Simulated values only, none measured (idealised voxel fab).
Name of the process module below: voxel ribs on slabs
For reference, the cross-section in this document is cut, with width 250 nm and square cells of 5 nm.
When this document writes out a cross-section, it uses a grid of square cells and lists it as bands, beginning at the top and moving down, with a band standing for one or more rows of cells. First you get the band's top height and its bottom height, in nm, and then the materials it's made of, left to right, with each width in nm. If you see a single material with "full width", that one covers the band edge to edge. "blank" is empty space. Height reference: 0 = level under which incoming wafer is all one material. Lowest band: no bottom, runs on downward, e.g. "from 0 down". Width: "30->40" (first number = top row, second number = bottom row, same change from row to row of cells). Reading "remained unchanged" for a step: not a cell of the cross-section changed in it. Closed empty spaces (no open way to the top) of 8 cells or more are what "Unvented internal voids" lists, each as width x height at distance from the left edge, nm for all three. Past the settings on a step's line: simulator remark, on that step. Each step line may optionally specify "overlay nm", which for a step with a mask gives the rightward distance between the mask's planned place and where it lay, a negative value indicating the leftward direction.
**Steps in the process plan**
1: RECEIVE, material Si
2: DIRECTIONAL_DEP, material SiO2, thk nm 25
3: DIRECTIONAL_DEP, material polySi, thk nm 15
4: DIRECTIONAL_DEP, material aC, thk nm 15
5: PATTERN, tone cover, mask id RIB, material resist, width nm 20, thk nm 35, overlay nm 0
6: DIRECTIONAL_ETCH, etch materials aC, depth nm 15
7: STRIP, etch materials resist
8: DIRECTIONAL_ETCH, etch materials polySi, depth nm 10
9: STRIP, etch materials aC
10: PATTERN, tone cover, mask id SLAB, material resist, width nm 50, thk nm 15, overlay nm 0
11: DIRECTIONAL_ETCH, etch materials polySi, depth nm 5
12: STRIP, etch materials resist
13: FILL_DEP, material SiO2, thk nm 30
14: CMP, height nm 60
15: DIRECTIONAL_DEP, material W, thk nm 5
16: PATTERN, tone cover, mask id HEATER, material resist, width nm 30, thk nm 20, overlay nm 0
17: DIRECTIONAL_ETCH, etch materials W, depth nm 5
18: STRIP, etch materials resist
19: CONFORMAL_DEP, material SiN, thk nm 5
**Incoming wafer in cross-section (state: after step 1)**
    from 0 down: Si full width
    Unvented internal voids: none
**First wafer of two, sectioned at end of module; run went per plan**
    from 70 to 65: 105 nm blank / 40 nm SiN / 105 nm blank
    from 65 to 60: 110 nm SiN / 30 nm W / 110 nm SiN
    from 60 to 40: SiO2 full width
    from 40 to 30: 115 nm SiO2 / 20 nm polySi / 115 nm SiO2
    from 30 to 25: 100 nm SiO2 / 50 nm polySi / 100 nm SiO2
    from 25 to 0: SiO2 full width
    from 0 down: Si full width
    Unvented internal voids: none
**Second wafer through the module, sectioned at the end: same beginning and same plan as the first wafer, with one mistake in carrying it out**
    from 65 to 60: 110 nm blank / 30 nm W / 110 nm blank
    from 60 to 40: SiO2 full width
    from 40 to 30: 115 nm SiO2 / 20 nm polySi / 115 nm SiO2
    from 30 to 25: 100 nm SiO2 / 50 nm polySi / 100 nm SiO2
    from 25 to 0: SiO2 full width
    from 0 down: Si full width
    Unvented internal voids: none
Processing error: step 19 was left out
Counted in cells at the end, the second wafer holds more or fewer of these materials than the first: SiN -52
